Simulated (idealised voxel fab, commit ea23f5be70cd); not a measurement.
process module | voxel capacitor over wiring
cross-section cut | 240 nm wide | cells 5 nm
A cross-section is a grid of square cells, given in bands from the top down. A band is one or more rows of cells.
Each band's line starts with the height of the band's top and of its bottom, in nm. Then come its materials from left to right, each with its width in nm. One material with "throughout" fills the band from edge to edge. "air" is empty space.
Height 0 is the level under which the wafer as received is all one material. The lowest band goes on downwards, as in "0 down".
A width such as "30 to 40" changes by the same amount from each row of cells to the next, from the band's top row to its bottom row.
"no change" after a step means that no cell of the cross-section changed.
closed voids: empty space of 8 cells or more with no open way to the top, each as width x height at its distance from the left edge, in nm
after a step's settings: what the simulator itself notes on the step
overlay nm, on a step with a mask: how far to the right of its planned place the mask lay; to the left if negative
plan
1 op RECEIVE | material Si
2 op CONFORMAL_DEP | material SiO2 | thk nm 10
3 op CONFORMAL_DEP | material SiCN | thk nm 5
4 op DIRECTIONAL_DEP | material SiO2 | thk nm 15
5 op DIRECTIONAL_DEP | material aC | thk nm 10
6 op PATTERN | tone open | mask id METAL_1 | material resist | width nm 20 | pitch nm 80 | thk nm 30 | overlay nm 0
7 op DIRECTIONAL_ETCH | etch materials aC | depth nm 10
8 op STRIP | etch materials resist
9 op DIRECTIONAL_ETCH | etch materials SiO2 | depth nm 15
10 op DIRECTIONAL_ETCH | etch materials SiCN | depth nm 5
11 op STRIP | etch materials aC
12 op CONFORMAL_DEP | material TiN | thk nm 5
13 op FILL_DEP | material W | thk nm 10
14 op CMP | height nm 30
15 op EPI | material Ru | thk nm 5
16 op FILL_DEP | material SiCN | thk nm 5
17 op DIRECTIONAL_DEP | material lowk | thk nm 15
18 op MASKED_ETCH | tone open | mask id PLUG_1 | width nm 15 | etch materials lowk | depth nm 15 | overlay nm 0
19 op MASKED_ETCH | tone open | mask id PLUG_1 | width nm 15 | etch materials SiCN | depth nm 5 | overlay nm 0
20 op CONFORMAL_DEP | material TiN | thk nm 5
21 op FILL_DEP | material Ru | thk nm 5
22 op CMP | height nm 55
23 op DIRECTIONAL_DEP | material TiN | thk nm 5
24 op DIRECTIONAL_DEP | material SiN | thk nm 5
25 op DIRECTIONAL_DEP | material TiN | thk nm 5
26 op MASKED_ETCH | tone cover | mask id UPPER_PLATE | width nm 65 | etch materials TiN | depth nm 5 | overlay nm 0
27 op MASKED_ETCH | tone cover | mask id UPPER_PLATE | width nm 65 | etch materials SiN | depth nm 5 | overlay nm 0
28 op DIRECTIONAL_DEP | material aC | thk nm 15
29 op PATTERN | tone cover | mask id LOWER_PLATE | material resist | width nm 75 | thk nm 30 | overlay nm 0
30 op DIRECTIONAL_ETCH | etch materials aC | depth nm 15
31 op STRIP | etch materials resist
32 op DIRECTIONAL_ETCH | etch materials TiN | depth nm 5
33 op STRIP | etch materials aC
34 op FILL_DEP | material SiO2 | thk nm 20
35 op CMP | height nm 85
36 op PATTERN | tone open | mask id PLUG_2 | material resist | width nm 15 | thk nm 15 | overlay nm 0
37 op DIRECTIONAL_ETCH | etch materials SiO2 | depth nm 15
38 op STRIP | etch materials resist
39 op CONFORMAL_DEP | material TiN | thk nm 5
40 op FILL_DEP | material Cu | thk nm 10
41 op CMP | height nm 85
42 op CONFORMAL_DEP | material SiCN | thk nm 5
first wafer, as planned
as received, after step 1
  0 down: Si throughout
  closed voids: none
after step 2
  10 to 0: SiO2 throughout
  below 0: unchanged
after step 3
  15 to 10: SiCN throughout
  below 10: unchanged
after step 4
  30 to 15: SiO2 throughout
  below 15: unchanged
after step 5
  40 to 30: aC throughout
  below 30: unchanged
after step 6
  70 to 40: resist 70 | air 20 | resist 60 | air 20 | resist 70
  below 40: unchanged
after step 7
  60 to 40: resist 70 | air 20 | resist 60 | air 20 | resist 70
  40 to 30: aC 70 | air 20 | aC 60 | air 20 | aC 70
  below 30: unchanged
after step 8
  40 to 30: aC 70 | air 20 | aC 60 | air 20 | aC 70
  below 30: unchanged
after step 9
  40 to 30: aC 70 | air 20 | aC 60 | air 20 | aC 70
  30 to 15: SiO2 70 | air 20 | SiO2 60 | air 20 | SiO2 70
  below 15: unchanged
after step 10
  40 to 30: aC 70 | air 20 | aC 60 | air 20 | aC 70
  30 to 15: SiO2 70 | air 20 | SiO2 60 | air 20 | SiO2 70
  15 to 10: SiCN 70 | air 20 | SiCN 60 | air 20 | SiCN 70
  below 10: unchanged
after step 11
  30 to 15: SiO2 70 | air 20 | SiO2 60 | air 20 | SiO2 70
  below 15: unchanged
after step 12
  35 to 30: TiN 75 | air 10 | TiN 70 | air 10 | TiN 75
  30 to 15: SiO2 70 | TiN 5 | air 10 | TiN 5 | SiO2 60 | TiN 5 | air 10 | TiN 5 | SiO2 70
  15 to 10: SiCN 70 | TiN 20 | SiCN 60 | TiN 20 | SiCN 70
  below 10: unchanged
after step 13
  45 to 35: W throughout
  35 to 30: TiN 75 | W 10 | TiN 70 | W 10 | TiN 75
  30 to 15: SiO2 70 | TiN 5 | W 10 | TiN 5 | SiO2 60 | TiN 5 | W 10 | TiN 5 | SiO2 70
  below 15: unchanged
after step 14
  30 to 15: SiO2 70 | TiN 5 | W 10 | TiN 5 | SiO2 60 | TiN 5 | W 10 | TiN 5 | SiO2 70
  below 15: unchanged
after step 15
  35 to 30: air 65 | Ru 30 | air 50 | Ru 30 | air 65
  below 30: unchanged
after step 16
  40 to 35: SiCN throughout
  35 to 30: SiCN 65 | Ru 30 | SiCN 50 | Ru 30 | SiCN 65
  below 30: unchanged
after step 17
  55 to 40: lowk throughout
  below 40: unchanged
after step 18
  55 to 40: lowk 75 | air 15 | lowk 150
  below 40: unchanged
after step 19
  55 to 40: lowk 75 | air 15 | lowk 150
  40 to 35: SiCN 75 | air 15 | SiCN 150
  below 35: unchanged
after step 20
  60 to 55: TiN 80 | air 5 | TiN 155
  55 to 40: lowk 75 | TiN 5 | air 5 | TiN 5 | lowk 150
  40 to 35: SiCN 75 | TiN 15 | SiCN 150
  below 35: unchanged
after step 21
  65 to 60: Ru throughout
  60 to 55: TiN 80 | Ru 5 | TiN 155
  55 to 40: lowk 75 | TiN 5 | Ru 5 | TiN 5 | lowk 150
  below 40: unchanged
after step 22
  55 to 40: lowk 75 | TiN 5 | Ru 5 | TiN 5 | lowk 150
  below 40: unchanged
after step 23
  60 to 55: TiN throughout
  below 55: unchanged
after step 24
  65 to 60: SiN throughout
  below 60: unchanged
after step 25
  70 to 65: TiN throughout
  below 65: unchanged
after step 26
  70 to 65: air 75 | TiN 65 | air 100
  below 65: unchanged
after step 27
  70 to 65: air 75 | TiN 65 | air 100
  65 to 60: air 75 | SiN 65 | air 100
  below 60: unchanged
after step 28
  85 to 75: air 75 | aC 65 | air 100
  75 to 70: aC throughout
  70 to 65: aC 75 | TiN 65 | aC 100
  65 to 60: aC 75 | SiN 65 | aC 100
  below 60: unchanged
after step 29
  115 to 85: air 70 | resist 75 | air 95
  85 to 75: air 70 | resist 5 | aC 65 | resist 5 | air 95
  below 75: unchanged
after step 30
  100 to 85: air 70 | resist 75 | air 95
  85 to 75: air 70 | resist 5 | aC 65 | resist 5 | air 95
  75 to 70: air 70 | aC 75 | air 95
  70 to 65: air 70 | aC 5 | TiN 65 | aC 5 | air 95
  65 to 60: air 70 | aC 5 | SiN 65 | aC 5 | air 95
  below 60: unchanged
after step 31
  85 to 75: air 75 | aC 65 | air 100
  below 75: unchanged
after step 32
  85 to 75: air 75 | aC 65 | air 100
  75 to 70: air 70 | aC 75 | air 95
  70 to 65: air 70 | aC 5 | TiN 65 | aC 5 | air 95
  65 to 60: air 70 | aC 5 | SiN 65 | aC 5 | air 95
  60 to 55: air 70 | TiN 75 | air 95
  below 55: unchanged
after step 33
  70 to 65: air 75 | TiN 65 | air 100
  65 to 60: air 75 | SiN 65 | air 100
  below 60: unchanged
after step 34
  90 to 70: SiO2 throughout
  70 to 65: SiO2 75 | TiN 65 | SiO2 100
  65 to 60: SiO2 75 | SiN 65 | SiO2 100
  60 to 55: SiO2 70 | TiN 75 | SiO2 95
  below 55: unchanged
after step 35
  85 to 70: SiO2 throughout
  below 70: unchanged
after step 36
  100 to 85: resist 85 | air 15 | resist 140
  below 85: unchanged
after step 37
  100 to 85: resist 85 | air 15 | resist 140
  85 to 70: SiO2 85 | air 15 | SiO2 140
  below 70: unchanged
after step 38
  85 to 70: SiO2 85 | air 15 | SiO2 140
  below 70: unchanged
after step 39
  90 to 85: TiN 90 | air 5 | TiN 145
  85 to 75: SiO2 85 | TiN 5 | air 5 | TiN 5 | SiO2 140
  75 to 65: SiO2 85 to 75 | TiN 15 to 65 | SiO2 140 to 100
  below 65: unchanged
after step 40
  100 to 90: Cu throughout
  90 to 85: TiN 90 | Cu 5 | TiN 145
  85 to 75: SiO2 85 | TiN 5 | Cu 5 | TiN 5 | SiO2 140
  below 75: unchanged
after step 41
  85 to 75: SiO2 85 | TiN 5 | Cu 5 | TiN 5 | SiO2 140
  below 75: unchanged
after step 42
  90 to 85: SiCN throughout
  below 85: unchanged
second wafer: like start, like plan, one mistake. Through step 22 it matches the first wafer
when step 23 should have ended
  60 to 55: SiN throughout
  below 55: unchanged
when step 24 should have ended
  65 to 60: TiN throughout
  below 60: unchanged
when step 25 should have ended
  70 to 60: TiN throughout
  below 60: unchanged
when step 26 should have ended
  70 to 65: air 75 | TiN 65 | air 100
  below 65: unchanged
when step 27 should have ended: no change
when step 28 should have ended
  85 to 80: air 75 | aC 65 | air 100
  80 to 70: aC throughout
  70 to 65: aC 75 | TiN 65 | aC 100
  below 65: unchanged
when step 29 should have ended
  115 to 85: air 70 | resist 75 | air 95
  85 to 80: air 70 | resist 5 | aC 65 | resist 5 | air 95
  below 80: unchanged
when step 30 should have ended
  100 to 85: air 70 | resist 75 | air 95
  85 to 80: air 70 | resist 5 | aC 65 | resist 5 | air 95
  80 to 70: air 70 | aC 75 | air 95
  70 to 65: air 70 | aC 5 | TiN 65 | aC 5 | air 95
  below 65: unchanged
when step 31 should have ended
  85 to 80: air 75 | aC 65 | air 100
  below 80: unchanged
when step 32 should have ended
  85 to 80: air 75 | aC 65 | air 100
  80 to 70: air 70 | aC 75 | air 95
  70 to 65: air 70 | aC 5 | TiN 65 | aC 5 | air 95
  65 to 60: air 70 | TiN 75 | air 95
  below 60: unchanged
when step 33 should have ended
  70 to 60: air 75 to 70 | TiN 65 to 75 | air 100 to 95
  below 60: unchanged
when step 34 should have ended
  90 to 70: SiO2 throughout
  70 to 60: SiO2 75 to 70 | TiN 65 to 75 | SiO2 100 to 95
  below 60: unchanged
when step 35 should have ended
  85 to 70: SiO2 throughout
  below 70: unchanged
when step 36 should have ended
  100 to 85: resist 85 | air 15 | resist 140
  below 85: unchanged
when step 37 should have ended
  100 to 85: resist 85 | air 15 | resist 140
  85 to 70: SiO2 85 | air 15 | SiO2 140
  below 70: unchanged
when step 38 should have ended
  85 to 70: SiO2 85 | air 15 | SiO2 140
  below 70: unchanged
when step 39 should have ended
  90 to 85: TiN 90 | air 5 | TiN 145
  85 to 75: SiO2 85 | TiN 5 | air 5 | TiN 5 | SiO2 140
  75 to 65: SiO2 85 to 75 | TiN 15 to 65 | SiO2 140 to 100
  below 65: unchanged
when step 40 should have ended
  100 to 90: Cu throughout
  90 to 85: TiN 90 | Cu 5 | TiN 145
  85 to 75: SiO2 85 | TiN 5 | Cu 5 | TiN 5 | SiO2 140
  below 75: unchanged
when step 41 should have ended
  85 to 75: SiO2 85 | TiN 5 | Cu 5 | TiN 5 | SiO2 140
  below 75: unchanged
when step 42 should have ended
  90 to 85: SiCN throughout
  below 85: unchanged
what went wrong: steps 23 and 24 were swapped
at the end the second wafer has, in cells: 35 more of SiN | 35 fewer of SiO2
